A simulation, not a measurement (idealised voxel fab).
Herein follows the process module entitled voxel wiring stack.
Displayed cross-section: cut, width of 250 nm, square cells sized 5 nm.
A cross-section is a grid of square cells, given in bands from the top down. A band is one or more rows of cells.
Each band's line starts with the height of the band's top and of its bottom, in nm. Then come its materials from left to right, each with its width in nm. One material with "full width" fills the band from edge to edge. "blank" is empty space.
The level at which height equals 0 is the one under which the wafer, as it arrives, is entirely one material. No lower edge exists for the bottom band, which continues downward and is notated as in "z 0 and below".
The two numbers in a width such as "30..40" mark its ends across the band: the first belongs to the top row of cells, the second to the bottom row, and from each row to the next the width moves by the same amount.
No cell of the cross-section changed in a step that is given as "remained unchanged".
In the "Sealed-off cavities" entry, you get each enclosed empty space of 8 cells or more, one with no open way to the top, written width x height at distance, distance from the left edge, in nm.
On each step's line, the part that comes after the settings is the simulator's own comment on the step.
Each step line may optionally specify "overlay nm", which for a step with a mask gives the rightward distance between the mask's planned place and where it lay, a negative value indicating the leftward direction.

Here's what the planned process steps look like:
1) RECEIVE,material Si
2) CONFORMAL_DEP,material SiO2,thk nm 15
3) CONFORMAL_DEP,material SiN,thk nm 5
4) DIRECTIONAL_DEP,material lowk,thk nm 25
5) DIRECTIONAL_DEP,material aC,thk nm 10
6) PATTERN,tone open,mask id METAL_1,material resist,width nm 25,pitch nm 45,thk nm 25,overlay nm 0
7) DIRECTIONAL_ETCH,etch materials aC,depth nm 10
8) STRIP,etch materials resist
9) DIRECTIONAL_ETCH,etch materials lowk,depth nm 25
10) DIRECTIONAL_ETCH,etch materials SiN,depth nm 5
11) STRIP,etch materials aC
12) CONFORMAL_DEP,material TiN,thk nm 5
13) FILL_DEP,material W,thk nm 10
14) CMP,height nm 45
15) CONFORMAL_DEP,material SiCN,thk nm 5
16) DIRECTIONAL_DEP,material lowk,thk nm 20
17) MASKED_ETCH,tone open,mask id PLUG_1,width nm 15,pitch nm 90,etch materials lowk,depth nm 20,overlay nm 0
18) MASKED_ETCH,tone open,mask id PLUG_1,width nm 15,pitch nm 90,etch materials SiCN,depth nm 5,overlay nm 0
19) EPI,material Ru,thk nm 10
20) EPI,material Ru,thk nm 10
21) EPI,material Ru,thk nm 5
22) CONFORMAL_DEP,material SiN,thk nm 5
23) DIRECTIONAL_DEP,material lowk,thk nm 25
24) MASKED_ETCH,tone open,mask id METAL_2,width nm 25,pitch nm 45,etch materials lowk,depth nm 25,overlay nm 0
25) MASKED_ETCH,tone open,mask id METAL_2,width nm 25,pitch nm 45,etch materials SiN,depth nm 5,overlay nm 0
26) CONFORMAL_DEP,material TiN,thk nm 5
27) FILL_DEP,material Ru,thk nm 10
28) CMP,height nm 100
29) CONFORMAL_DEP,material SiCN,thk nm 5
30) DIRECTIONAL_DEP,material lowk,thk nm 10
31) PATTERN,tone open,mask id PLUG_2,material resist,width nm 15,pitch nm 45,thk nm 20,overlay nm 0
32) DIRECTIONAL_ETCH,etch materials lowk,depth nm 10
33) DIRECTIONAL_ETCH,etch materials SiCN,depth nm 5
34) STRIP,etch materials resist
35) CONFORMAL_DEP,material TiN,thk nm 5
36) FILL_DEP,material W,thk nm 10
37) CMP,height nm 115
38) DIRECTIONAL_DEP,material TiN,thk nm 5
39) DIRECTIONAL_DEP,material W,thk nm 15
40) DIRECTIONAL_DEP,material aC,thk nm 10
41) PATTERN,tone cover,mask id METAL_3,material resist,width nm 25,pitch nm 45,thk nm 30,overlay nm 0
42) DIRECTIONAL_ETCH,etch materials aC,depth nm 10
43) STRIP,etch materials resist
44) DIRECTIONAL_ETCH,etch materials W,depth nm 15
45) DIRECTIONAL_ETCH,etch materials TiN,depth nm 5
46) STRIP,etch materials aC
47) FILL_DEP,material lowk,thk nm 10
48) CMP,height nm 135
49) CONFORMAL_DEP,material SiN,thk nm 5

Delivered wafer in cross-section: state after step 1:
z 0 and below | Si full width
Sealed-off cavities: none

Same starting wafer, same plan as above, one mistake in the execution; this is the cross-section at the end of the module:
z 140 to 135 | SiN full width
z 135 to 120 | 45 lowk  25 W  20 lowk  25 W  20 lowk  25 W  20 lowk  25 W  45 lowk
z 120 to 115 | 45 lowk  25 TiN  20 lowk  25 TiN  20 lowk  25 TiN  20 lowk  25 TiN  45 lowk
z 115 to 105 | 45 lowk  5 TiN  5 W  5 TiN  30 lowk  5 TiN  5 W  5 TiN  30 lowk  5 TiN  5 W  5 TiN  30 lowk  5 TiN  5 W  5 TiN  55 lowk
z 105 to 100 | 45 SiCN  15 TiN  30 SiCN  15 TiN  30 SiCN  15 TiN  30 SiCN  15 TiN  55 SiCN
z 100 to 80 | 35 lowk  5 TiN  15 Ru  5 TiN  20 lowk  5 TiN  15 Ru  5 TiN  20 lowk  5 TiN  15 Ru  5 TiN  20 lowk  5 TiN  15 Ru  5 TiN  55 lowk
z 80 to 75 | 35 lowk  15 TiN  5 Ru  5 TiN  20 lowk  15 TiN  5 Ru  5 TiN  20 lowk  15 TiN  5 Ru  5 TiN  20 lowk  15 TiN  5 Ru  5 TiN  55 lowk
z 75 to 70 | 45 SiN  15 TiN  30 SiN  15 TiN  30 SiN  15 TiN  30 SiN  15 TiN  55 SiN
z 70 to 50 | 45 lowk  15 Ru  75 lowk  15 Ru  100 lowk
z 50 to 45 | 45 SiCN  15 Ru  75 SiCN  15 Ru  100 SiCN
z 45 to 20 | 45 lowk  5 TiN  15 W  5 TiN  20 lowk  5 TiN  15 W  5 TiN  20 lowk  5 TiN  15 W  5 TiN  20 lowk  5 TiN  15 W  5 TiN  45 lowk
z 20 to 15 | 45 SiN  25 TiN  20 SiN  25 TiN  20 SiN  25 TiN  20 SiN  25 TiN  45 SiN
z 15 to 0 | SiO2 full width
z 0 and below | Si full width
Sealed-off cavities: none
Processing error: in deviation from the planned setting, step 24 was conducted as MASKED_ETCH,tone open,mask id METAL_2,width nm 25,pitch nm 45,etch materials lowk,depth nm 25,overlay nm -10
